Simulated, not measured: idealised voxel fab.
Name of the process module below: voxel fin reveal
We display cut, a cross-section 285 nm in width whose square cells are each 5 nm.
In this document a cross-section is written as a grid of square cells. It is given as a series of bands, listed from the top down, and a band is one or more rows of cells. Band entry format. Leading values: height of top, height of bottom, nm. Remainder: materials in left-to-right order, each with its width in nm. Special words: "edge to edge" on a single material, which then fills the band edge to edge; "blank", empty space. Height reference: 0 = level under which incoming wafer is all one material. Lowest band: no bottom, runs on downward, e.g. "top 0, no bottom". Width spec "30..40" -> top row of cells at first value, bottom row at second value, equal per-row change in between. The cross-section has no changed cell in any step marked "no modification". "Closed cavities" - sealed voids, min. 8 cells, no opening to top; format: width x height at distance (distance from left edge; nm throughout). Anything after a step's settings on that line? It's the simulator's own note about the step. A step line may carry the setting "overlay nm", which, for steps involving a mask, states the distance by which the mask lay to the right of its intended position; negative values denote displacement to the left.

-- Below is the list of planned process steps
| 1 | op RECEIVE | material Si |
| 2 | op CONFORMAL_DEP | material SiN | thk nm 10 |
| 3 | op DIRECTIONAL_DEP | material aC | thk nm 15 |
| 4 | op PATTERN | tone cover | mask id FINS | material resist | width nm 15 | pitch nm 40 | thk nm 30 | overlay nm 0 |
| 5 | op DIRECTIONAL_ETCH | etch materials aC | depth nm 15 |
| 6 | op STRIP | etch materials resist |
| 7 | op DIRECTIONAL_ETCH | etch materials SiN | depth nm 10 |
| 8 | op DIRECTIONAL_ETCH | etch materials Si | depth nm 35 |
| 9 | op STRIP | etch materials aC |
| 10 | op FILL_DEP | material SiO2 | thk nm 10 |
| 11 | op CMP | height nm 10 |
| 12 | op SELECTIVE_ETCH | etch materials SiO2 | depth nm 20 |
| 13 | op STRIP | etch materials SiN |
| 14 | op CONFORMAL_DEP | material HfO2 | thk nm 5 |

-- Delivered wafer in cross-section: state after step 1
* top 0, no bottom | Si edge to edge
* Closed cavities: none

-- Cross-section, first of two wafers, end of module, run as planned
* top 5, bottom 0 | blank 90 nm; HfO2 25 nm; blank 15 nm; HfO2 25 nm; blank 15 nm; HfO2 25 nm; blank 90 nm
* top 0, bottom -5 | blank 90 nm; HfO2 5 nm; Si 15 nm; HfO2 5 nm; blank 15 nm; HfO2 5 nm; Si 15 nm; HfO2 5 nm; blank 15 nm; HfO2 5 nm; Si 15 nm; HfO2 5 nm; blank 90 nm
* top -5, bottom -10 | HfO2 95 nm; Si 15 nm; HfO2 25 nm; Si 15 nm; HfO2 25 nm; Si 15 nm; HfO2 95 nm
* top -10, bottom -35 | SiO2 95 nm; Si 15 nm; SiO2 25 nm; Si 15 nm; SiO2 25 nm; Si 15 nm; SiO2 95 nm
* top -35, no bottom | Si edge to edge
* Closed cavities: none

-- Presented here is a cross-section of the second of the two wafers as it stood at the end of the module. It was started in the same manner and assigned the same plan as the first wafer; however, one mistake was made in its execution
* top 5, bottom 0 | HfO2 100 nm; blank 5 nm; HfO2 35 nm; blank 5 nm; HfO2 35 nm; blank 5 nm; HfO2 100 nm
* top 0, bottom -5 | Si 95 nm; HfO2 5 nm; blank 5 nm; HfO2 5 nm; Si 25 nm; HfO2 5 nm; blank 5 nm; HfO2 5 nm; Si 25 nm; HfO2 5 nm; blank 5 nm; HfO2 5 nm; Si 95 nm
* top -5, bottom -10 | Si 95 nm; HfO2 15 nm; Si 25 nm; HfO2 15 nm; Si 25 nm; HfO2 15 nm; Si 95 nm
* top -10, bottom -35 | Si 95 nm; SiO2 15 nm; Si 25 nm; SiO2 15 nm; Si 25 nm; SiO2 15 nm; Si 95 nm
* top -35, no bottom | Si edge to edge
* Closed cavities: none
Run error: step 4 ran differently from the plan; actual operation with settings: op PATTERN | tone open | mask id FINS | material resist | width nm 15 | pitch nm 40 | thk nm 30 | overlay nm 0
Cell-count delta at end, second wafer over first, by material: Si: 273 more, SiO2: 195 fewer
